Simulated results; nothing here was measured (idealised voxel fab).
process module | voxel gate over fins
cross-section cut | 155 nm wide | cells 5 nm
A cross-section is a grid of square cells, given in bands from the top down. A band is one or more rows of cells.
Each band's line starts with the height of the band's top and of its bottom, in nm. Then come its materials from left to right, each with its width in nm. One material with "throughout" fills the band from edge to edge. "air" is empty space.
Height 0 is the level under which the wafer as received is all one material. The lowest band goes on downwards, as in "0 down".
A width such as "30 to 40" changes by the same amount from each row of cells to the next, from the band's top row to its bottom row.
"no change" after a step means that no cell of the cross-section changed.
closed voids: empty space of 8 cells or more with no open way to the top, each as width x height at its distance from the left edge, in nm
after a step's settings: what the simulator itself notes on the step
overlay nm, on a step with a mask: how far to the right of its planned place the mask lay; to the left if negative
plan
1 op RECEIVE | material Si
2 op CONFORMAL_DEP | material SiN | thk nm 10
3 op DIRECTIONAL_DEP | material aC | thk nm 10
4 op PATTERN | tone cover | mask id FINS | material resist | width nm 15 | pitch nm 35 | thk nm 30 | overlay nm 0
5 op DIRECTIONAL_ETCH | etch materials aC | depth nm 10
6 op STRIP | etch materials resist
7 op DIRECTIONAL_ETCH | etch materials SiN | depth nm 10
8 op DIRECTIONAL_ETCH | etch materials Si | depth nm 40
9 op STRIP | etch materials aC
10 op FILL_DEP | material SiO2 | thk nm 10
11 op CMP | height nm 10
12 op SELECTIVE_ETCH | etch materials SiO2 | depth nm 20
13 op STRIP | etch materials SiN
14 op CONFORMAL_DEP | material HfO2 | thk nm 5
15 op CONFORMAL_DEP | material TiN | thk nm 5
16 op CONFORMAL_DEP | material TiAl | thk nm 5
17 op CONFORMAL_DEP | material TiN | thk nm 5
18 op FILL_DEP | material W | thk nm 15
19 op CMP | height nm 30
20 op CONFORMAL_DEP | material SiN | thk nm 5
first wafer, as planned
as received, after step 1
  0 down: Si throughout
  closed voids: none
after step 2
  10 to 0: SiN throughout
  below 0: unchanged
after step 3
  20 to 10: aC throughout
  below 10: unchanged
after step 4
  50 to 20: air 35 | resist 15 | air 20 | resist 15 | air 20 | resist 15 | air 35
  below 20: unchanged
after step 5
  40 to 20: air 35 | resist 15 | air 20 | resist 15 | air 20 | resist 15 | air 35
  20 to 10: air 35 | aC 15 | air 20 | aC 15 | air 20 | aC 15 | air 35
  below 10: unchanged
after step 6
  20 to 10: air 35 | aC 15 | air 20 | aC 15 | air 20 | aC 15 | air 35
  below 10: unchanged
after step 7
  20 to 10: air 35 | aC 15 | air 20 | aC 15 | air 20 | aC 15 | air 35
  10 to 0: air 35 | SiN 15 | air 20 | SiN 15 | air 20 | SiN 15 | air 35
  below 0: unchanged
after step 8
  20 to 10: air 35 | aC 15 | air 20 | aC 15 | air 20 | aC 15 | air 35
  10 to 0: air 35 | SiN 15 | air 20 | SiN 15 | air 20 | SiN 15 | air 35
  0 to -40: air 35 | Si 15 | air 20 | Si 15 | air 20 | Si 15 | air 35
  below -40: unchanged
after step 9
  10 to 0: air 35 | SiN 15 | air 20 | SiN 15 | air 20 | SiN 15 | air 35
  below 0: unchanged
after step 10
  20 to 10: SiO2 throughout
  10 to 0: SiO2 35 | SiN 15 | SiO2 20 | SiN 15 | SiO2 20 | SiN 15 | SiO2 35
  0 to -40: SiO2 35 | Si 15 | SiO2 20 | Si 15 | SiO2 20 | Si 15 | SiO2 35
  below -40: unchanged
after step 11
  10 to 0: SiO2 35 | SiN 15 | SiO2 20 | SiN 15 | SiO2 20 | SiN 15 | SiO2 35
  below 0: unchanged
after step 12
  10 to 0: air 35 | SiN 15 | air 20 | SiN 15 | air 20 | SiN 15 | air 35
  0 to -10: air 35 | Si 15 | air 20 | Si 15 | air 20 | Si 15 | air 35
  below -10: unchanged
after step 13
  0 to -10: air 35 | Si 15 | air 20 | Si 15 | air 20 | Si 15 | air 35
  below -10: unchanged
after step 14
  5 to 0: air 30 | HfO2 25 | air 10 | HfO2 25 | air 10 | HfO2 25 | air 30
  0 to -5: air 30 | HfO2 5 | Si 15 | HfO2 5 | air 10 | HfO2 5 | Si 15 | HfO2 5 | air 10 | HfO2 5 | Si 15 | HfO2 5 | air 30
  -5 to -10: HfO2 35 | Si 15 | HfO2 20 | Si 15 | HfO2 20 | Si 15 | HfO2 35
  below -10: unchanged
after step 15
  10 to 5: air 25 | TiN 105 | air 25
  5 to 0: air 25 | TiN 5 | HfO2 25 | TiN 10 | HfO2 25 | TiN 10 | HfO2 25 | TiN 5 | air 25
  0 to -5: TiN 30 | HfO2 5 | Si 15 | HfO2 5 | TiN 10 | HfO2 5 | Si 15 | HfO2 5 | TiN 10 | HfO2 5 | Si 15 | HfO2 5 | TiN 30
  below -5: unchanged
after step 16
  15 to 10: air 20 | TiAl 115 | air 20
  10 to 5: air 20 | TiAl 5 | TiN 105 | TiAl 5 | air 20
  5 to 0: TiAl 25 | TiN 5 | HfO2 25 | TiN 10 | HfO2 25 | TiN 10 | HfO2 25 | TiN 5 | TiAl 25
  below 0: unchanged
after step 17
  20 to 15: air 15 | TiN 125 | air 15
  15 to 10: air 15 | TiN 5 | TiAl 115 | TiN 5 | air 15
  10 to 5: TiN 20 | TiAl 5 | TiN 105 | TiAl 5 | TiN 20
  below 5: unchanged
after step 18
  35 to 20: W throughout
  20 to 15: W 15 | TiN 125 | W 15
  15 to 10: W 15 | TiN 5 | TiAl 115 | TiN 5 | W 15
  below 10: unchanged
after step 19
  30 to 20: W throughout
  below 20: unchanged
after step 20
  35 to 30: SiN throughout
  below 30: unchanged
second wafer: like start, like plan, one mistake. Through step 3 it matches the first wafer
when step 4 should have ended
  50 to 20: air 35 | resist 20 | air 15 | resist 20 | air 15 | resist 20 | air 30
  below 20: unchanged
when step 5 should have ended
  40 to 20: air 35 | resist 20 | air 15 | resist 20 | air 15 | resist 20 | air 30
  20 to 10: air 35 | aC 20 | air 15 | aC 20 | air 15 | aC 20 | air 30
  below 10: unchanged
when step 6 should have ended
  20 to 10: air 35 | aC 20 | air 15 | aC 20 | air 15 | aC 20 | air 30
  below 10: unchanged
when step 7 should have ended
  20 to 10: air 35 | aC 20 | air 15 | aC 20 | air 15 | aC 20 | air 30
  10 to 0: air 35 | SiN 20 | air 15 | SiN 20 | air 15 | SiN 20 | air 30
  below 0: unchanged
when step 8 should have ended
  20 to 10: air 35 | aC 20 | air 15 | aC 20 | air 15 | aC 20 | air 30
  10 to 0: air 35 | SiN 20 | air 15 | SiN 20 | air 15 | SiN 20 | air 30
  0 to -40: air 35 | Si 20 | air 15 | Si 20 | air 15 | Si 20 | air 30
  below -40: unchanged
when step 9 should have ended
  10 to 0: air 35 | SiN 20 | air 15 | SiN 20 | air 15 | SiN 20 | air 30
  below 0: unchanged
when step 10 should have ended
  20 to 10: SiO2 throughout
  10 to 0: SiO2 35 | SiN 20 | SiO2 15 | SiN 20 | SiO2 15 | SiN 20 | SiO2 30
  0 to -40: SiO2 35 | Si 20 | SiO2 15 | Si 20 | SiO2 15 | Si 20 | SiO2 30
  below -40: unchanged
when step 11 should have ended
  10 to 0: SiO2 35 | SiN 20 | SiO2 15 | SiN 20 | SiO2 15 | SiN 20 | SiO2 30
  below 0: unchanged
when step 12 should have ended
  10 to 0: air 35 | SiN 20 | air 15 | SiN 20 | air 15 | SiN 20 | air 30
  0 to -10: air 35 | Si 20 | air 15 | Si 20 | air 15 | Si 20 | air 30
  below -10: unchanged
when step 13 should have ended
  0 to -10: air 35 | Si 20 | air 15 | Si 20 | air 15 | Si 20 | air 30
  below -10: unchanged
when step 14 should have ended
  5 to 0: air 30 | HfO2 30 | air 5 | HfO2 30 | air 5 | HfO2 30 | air 25
  0 to -5: air 30 | HfO2 5 | Si 20 | HfO2 5 | air 5 | HfO2 5 | Si 20 | HfO2 5 | air 5 | HfO2 5 | Si 20 | HfO2 5 | air 25
  -5 to -10: HfO2 35 | Si 20 | HfO2 15 | Si 20 | HfO2 15 | Si 20 | HfO2 30
  below -10: unchanged
when step 15 should have ended
  10 to 5: air 25 | TiN 110 | air 20
  5 to 0: air 25 | TiN 5 | HfO2 30 | TiN 5 | HfO2 30 | TiN 5 | HfO2 30 | TiN 5 | air 20
  0 to -5: TiN 30 | HfO2 5 | Si 20 | HfO2 5 | TiN 5 | HfO2 5 | Si 20 | HfO2 5 | TiN 5 | HfO2 5 | Si 20 | HfO2 5 | TiN 25
  below -5: unchanged
when step 16 should have ended
  15 to 10: air 20 | TiAl 120 | air 15
  10 to 5: air 20 | TiAl 5 | TiN 110 | TiAl 5 | air 15
  5 to 0: TiAl 25 | TiN 5 | HfO2 30 | TiN 5 | HfO2 30 | TiN 5 | HfO2 30 | TiN 5 | TiAl 20
  below 0: unchanged
when step 17 should have ended
  20 to 15: air 15 | TiN 130 | air 10
  15 to 10: air 15 | TiN 5 | TiAl 120 | TiN 5 | air 10
  10 to 5: TiN 20 | TiAl 5 | TiN 110 | TiAl 5 | TiN 15
  below 5: unchanged
when step 18 should have ended
  35 to 20: W throughout
  20 to 15: W 15 | TiN 130 | W 10
  15 to 10: W 15 | TiN 5 | TiAl 120 | TiN 5 | W 10
  below 10: unchanged
when step 19 should have ended
  30 to 20: W throughout
  below 20: unchanged
when step 20 should have ended
  35 to 30: SiN throughout
  below 30: unchanged
what went wrong: step 4 ran as: op PATTERN | tone cover | mask id FINS | material resist | width nm 20 | pitch nm 35 | thk nm 30 | overlay nm 0
at the end the second wafer has, in cells: 24 more of Si | 18 fewer of SiO2 | 4 fewer of TiN | 2 fewer of W
